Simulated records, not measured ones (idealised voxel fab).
process module | voxel wiring stack
cross-section cut | 180 nm wide | cells 5 nm
A cross-section is a grid of square cells, given in bands from the top down. A band is one or more rows of cells.
Each band's line starts with the height of the band's top and of its bottom, in nm. Then come its materials from left to right, each with its width in nm. One material with "throughout" fills the band from edge to edge. "air" is empty space.
Height 0 is the level under which the wafer as received is all one material. The lowest band goes on downwards, as in "0 down".
A width such as "30 to 40" changes by the same amount from each row of cells to the next, from the band's top row to its bottom row.
"no change" after a step means that no cell of the cross-section changed.
closed voids: empty space of 8 cells or more with no open way to the top, each as width x height at its distance from the left edge, in nm
after a step's settings: what the simulator itself notes on the step
overlay nm, on a step with a mask: how far to the right of its planned place the mask lay; to the left if negative
plan
1 op RECEIVE | material Si
2 op CONFORMAL_DEP | material SiO2 | thk nm 15
3 op DIRECTIONAL_DEP | material TiN | thk nm 5
4 op DIRECTIONAL_DEP | material W | thk nm 20
5 op PATTERN | tone cover | mask id METAL_1 | material resist | width nm 20 | pitch nm 45 | thk nm 15 | overlay nm 0
6 op DIRECTIONAL_ETCH | etch materials W | depth nm 20
7 op DIRECTIONAL_ETCH | etch materials TiN | depth nm 5
8 op STRIP | etch materials resist
9 op CONFORMAL_DEP | material SiCN | thk nm 5
10 op FILL_DEP | material SiO2 | thk nm 5
11 op CMP | height nm 40
12 op CONFORMAL_DEP | material SiCN | thk nm 5
13 op DIRECTIONAL_DEP | material lowk | thk nm 25
14 op MASKED_ETCH | tone open | mask id METAL_2 | width nm 20 | pitch nm 45 | etch materials lowk | depth nm 15 | overlay nm 0
15 op PATTERN | tone open | mask id METAL_2_HOLES | material resist | width nm 15 | thk nm 20 | overlay nm 0
16 op DIRECTIONAL_ETCH | etch materials lowk | depth nm 10
17 op DIRECTIONAL_ETCH | etch materials SiCN | depth nm 5
18 op STRIP | etch materials resist
19 op CONFORMAL_DEP | material TiN | thk nm 5
20 op FILL_DEP | material Cu | thk nm 5
21 op CMP | height nm 70
22 op CONFORMAL_DEP | material SiN | thk nm 5
as received, after step 1
  0 down: Si throughout
  closed voids: none
a wafer at the end: this start, this plan, one mistake
  75 to 70: SiN throughout
  70 to 60: lowk 55 | TiN 5 | Cu 10 | TiN 5 | lowk 25 | TiN 5 | Cu 10 | TiN 5 | lowk 60
  60 to 55: lowk 55 | TiN 5 | Cu 5 | TiN 10 | lowk 25 | TiN 20 | lowk 60
  55 to 45: lowk 55 | TiN 5 | Cu 5 | TiN 5 | lowk 110
  45 to 40: SiCN 55 | TiN 15 | SiCN 110
  40 to 35: SiO2 50 | SiCN 30 | SiO2 15 | SiCN 30 | SiO2 55
  35 to 15: SiO2 50 | SiCN 5 | W 20 | SiCN 5 | SiO2 15 | SiCN 5 | W 20 | SiCN 5 | SiO2 55
  15 to 10: SiCN 55 | TiN 20 | SiCN 25 | TiN 20 | SiCN 60
  10 to 0: SiO2 throughout
  0 down: Si throughout
  closed voids: none
what went wrong: step 2 ran as: op CONFORMAL_DEP | material SiO2 | thk nm 10
